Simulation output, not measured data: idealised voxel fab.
process module | voxel tone inversion
cross-section cut | 200 nm wide | cells 5 nm
A cross-section is a grid of square cells, given in bands from the top down. A band is one or more rows of cells.
Each band's line starts with the height of the band's top and of its bottom, in nm. Then come its materials from left to right, each with its width in nm. One material with "throughout" fills the band from edge to edge. "air" is empty space.
Height 0 is the level under which the wafer as received is all one material. The lowest band goes on downwards, as in "0 down".
A width such as "30 to 40" changes by the same amount from each row of cells to the next, from the band's top row to its bottom row.
"no change" after a step means that no cell of the cross-section changed.
closed voids: empty space of 8 cells or more with no open way to the top, each as width x height at its distance from the left edge, in nm
after a step's settings: what the simulator itself notes on the step
overlay nm, on a step with a mask: how far to the right of its planned place the mask lay; to the left if negative
plan
1 op RECEIVE | material Si
2 op CONFORMAL_DEP | material SiCN | thk nm 5
3 op DIRECTIONAL_DEP | material polySi | thk nm 25
4 op PATTERN | tone cover | mask id POSTS | material resist | width nm 25 | pitch nm 45 | thk nm 30 | overlay nm 0
5 op DIRECTIONAL_ETCH | etch materials polySi | depth nm 25
6 op STRIP | etch materials resist
7 op FILL_DEP | material lowk | thk nm 10
8 op CMP | height nm 30
9 op STRIP | etch materials polySi
10 op CONFORMAL_DEP | material TiN | thk nm 5
11 op FILL_DEP | material Cu | thk nm 10
12 op CMP | height nm 30
13 op CONFORMAL_DEP | material SiN | thk nm 5
as received, after step 1
  0 down: Si throughout
  closed voids: none
first wafer at the end, as planned
  35 to 30: SiN throughout
  30 to 10: lowk 40 | TiN 5 | Cu 15 | TiN 5 | lowk 20 | TiN 5 | Cu 15 | TiN 5 | lowk 20 | TiN 5 | Cu 15 | TiN 5 | lowk 45
  10 to 5: lowk 40 | TiN 25 | lowk 20 | TiN 25 | lowk 20 | TiN 25 | lowk 45
  5 to 0: SiCN throughout
  0 down: Si throughout
  closed voids: none
second wafer at the end: like start, like plan, one mistake
  35 to 30: SiN throughout
  30 to 10: lowk 40 | TiN 5 | Cu 20 | TiN 5 | lowk 15 | TiN 5 | Cu 20 | TiN 5 | lowk 15 | TiN 5 | Cu 20 | TiN 5 | lowk 40
  10 to 5: lowk 40 | TiN 30 | lowk 15 | TiN 30 | lowk 15 | TiN 30 | lowk 40
  5 to 0: SiCN throughout
  0 down: Si throughout
  closed voids: none
what went wrong: step 4 ran as: op PATTERN | tone cover | mask id POSTS | material resist | width nm 30 | pitch nm 45 | thk nm 30 | overlay nm 0
at the end the second wafer has, in cells: 12 more of Cu | 3 more of TiN | 15 fewer of lowk
